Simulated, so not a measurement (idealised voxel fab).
process module | voxel trench capacitor
cross-section cut | 245 nm wide | cells 5 nm
A cross-section is a grid of square cells, given in bands from the top down. A band is one or more rows of cells.
Each band's line starts with the height of the band's top and of its bottom, in nm. Then come its materials from left to right, each with its width in nm. One material with "throughout" fills the band from edge to edge. "air" is empty space.
Height 0 is the level under which the wafer as received is all one material. The lowest band goes on downwards, as in "0 down".
A width such as "30 to 40" changes by the same amount from each row of cells to the next, from the band's top row to its bottom row.
"no change" after a step means that no cell of the cross-section changed.
closed voids: empty space of 8 cells or more with no open way to the top, each as width x height at its distance from the left edge, in nm
after a step's settings: what the simulator itself notes on the step
overlay nm, on a step with a mask: how far to the right of its planned place the mask lay; to the left if negative
plan
1 op RECEIVE | material Si
2 op CONFORMAL_DEP | material SiN | thk nm 5
3 op PATTERN | tone open | mask id TRENCH | material resist | width nm 25 | pitch nm 40 | thk nm 20 | overlay nm 0
4 op DIRECTIONAL_ETCH | etch materials SiN | depth nm 5
5 op DIRECTIONAL_ETCH | etch materials Si | depth nm 40
6 op STRIP | etch materials resist
7 op CONFORMAL_DEP | material Al2O3 | thk nm 5
8 op CONFORMAL_DEP | material TiN | thk nm 5
9 op FILL_DEP | material W | thk nm 10
10 op CMP | height nm 5
as received, after step 1
  0 down: Si throughout
  closed voids: none
a wafer at the end: this start, this plan, one mistake
  5 to 0: SiN 70 | Al2O3 5 | TiN 5 | W 5 | TiN 5 | Al2O3 5 | SiN 15 | Al2O3 5 | TiN 5 | W 5 | TiN 5 | Al2O3 5 | SiN 15 | Al2O3 5 | TiN 5 | W 5 | TiN 5 | Al2O3 5 | SiN 70
  0 to -35: Si 70 | Al2O3 5 | TiN 5 | W 5 | TiN 5 | Al2O3 5 | Si 15 | Al2O3 5 | TiN 5 | W 5 | TiN 5 | Al2O3 5 | Si 15 | Al2O3 5 | TiN 5 | W 5 | TiN 5 | Al2O3 5 | Si 70
  -35 to -40: Si 70 | Al2O3 5 | TiN 15 | Al2O3 5 | Si 15 | Al2O3 5 | TiN 15 | Al2O3 5 | Si 15 | Al2O3 5 | TiN 15 | Al2O3 5 | Si 70
  -40 to -45: Si 70 | Al2O3 25 | Si 15 | Al2O3 25 | Si 15 | Al2O3 25 | Si 70
  -45 down: Si throughout
  closed voids: none
what went wrong: step 5 ran as: op DIRECTIONAL_ETCH | etch materials Si | depth nm 45
